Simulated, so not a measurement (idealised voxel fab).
Herein follows the process module entitled voxel self aligned vias.
Displayed cross-section: cut, width of 225 nm, square cells sized 5 nm.
Reading order for cross-sections: top band down to bottom band. Underlying form: a grid of square cells. Band size: one or more rows of cells.
Each band's line starts with the height of the band's top and of its bottom, in nm. Then come its materials from left to right, each with its width in nm. One material with "full width" fills the band from edge to edge. "blank" is empty space.
Counting heights begins at 0, where everything beneath is, in the wafer as received, one material. The lowest band has no bottom; it goes on downwards, as "top 0, no bottom" shows.
You'd read "30 to 40" like this: the band's top row of cells is as wide as the first number, its bottom row is as wide as the second, and going down, every row changes width by the same amount as the row before did.
"no alteration" -> step changed no cross-section cell.
"Closed cavity list" lists enclosed empty spaces (at least 8 cells, no open path upward to the top), each as width x height at distance from the left edge, in nm.
That trailing text on a step's line, after the settings, is the simulator's own remark on the step.
"overlay nm", when on a step's line for a step with a mask, measures how far to the right of its planned place the mask lay; a negative measure means to the left.
The planned process steps are enumerated hereunder:
| 1 | RECEIVE: material Si |
| 2 | CONFORMAL_DEP: material SiO2, thk nm 15 |
| 3 | CONFORMAL_DEP: material SiCN, thk nm 5 |
| 4 | DIRECTIONAL_DEP: material SiO2, thk nm 30 |
| 5 | DIRECTIONAL_DEP: material aC, thk nm 15 |
| 6 | PATTERN: tone open, mask id LINES, material resist, width nm 20, pitch nm 55, thk nm 30, overlay nm 0 |
| 7 | DIRECTIONAL_ETCH: etch materials aC, depth nm 15 |
| 8 | STRIP: etch materials resist |
| 9 | DIRECTIONAL_ETCH: etch materials SiO2, depth nm 30 |
| 10 | STRIP: etch materials aC |
| 11 | CONFORMAL_DEP: material TiN, thk nm 5 |
| 12 | FILL_DEP: material Ru, thk nm 5 |
| 13 | CMP: height nm 50 |
| 14 | SELECTIVE_ETCH: etch materials W Ru TiN, depth nm 5 |
| 15 | FILL_DEP: material SiN, thk nm 10 |
| 16 | CMP: height nm 50 |
| 17 | DIRECTIONAL_DEP: material SiO2, thk nm 15 |
| 18 | PATTERN: tone open, mask id VIAS, material resist, width nm 40, pitch nm 55, thk nm 15, overlay nm 0 |
| 19 | DIRECTIONAL_ETCH: etch materials SiO2, depth nm 15 |
| 20 | DIRECTIONAL_ETCH: etch materials SiN, depth nm 5 |
| 21 | STRIP: etch materials resist |
| 22 | CONFORMAL_DEP: material TiN, thk nm 5 |
| 23 | FILL_DEP: material Cu, thk nm 5 |
| 24 | CMP: height nm 65 |
| 25 | CONFORMAL_DEP: material SiN, thk nm 5 |
The cross-section here shows the wafer as received, i.e. in its state after step 1:
> top 0, no bottom  Si full width
> Closed cavity list: none
Module complete, cross-section. Starting point and plan per above. One mistake made in running the module:
> top 70, bottom 65  SiN full width
> top 65, bottom 50  65 of SiO2, then 5 of TiN, then 30 of Cu, then 5 of TiN, then 15 of SiO2, then 5 of TiN, then 30 of Cu, then 5 of TiN, then 65 of SiO2
> top 50, bottom 45  65 of SiN, then 40 of TiN, then 15 of SiN, then 40 of TiN, then 65 of SiN
> top 45, bottom 20  TiN full width
> top 20, bottom 15  SiCN full width
> top 15, bottom 0  SiO2 full width
> top 0, no bottom  Si full width
> Closed cavity list: none
Processing error: step 4 was run on a setting that differed from the plan, and what really ran there is DIRECTIONAL_DEP: material TiN, thk nm 30
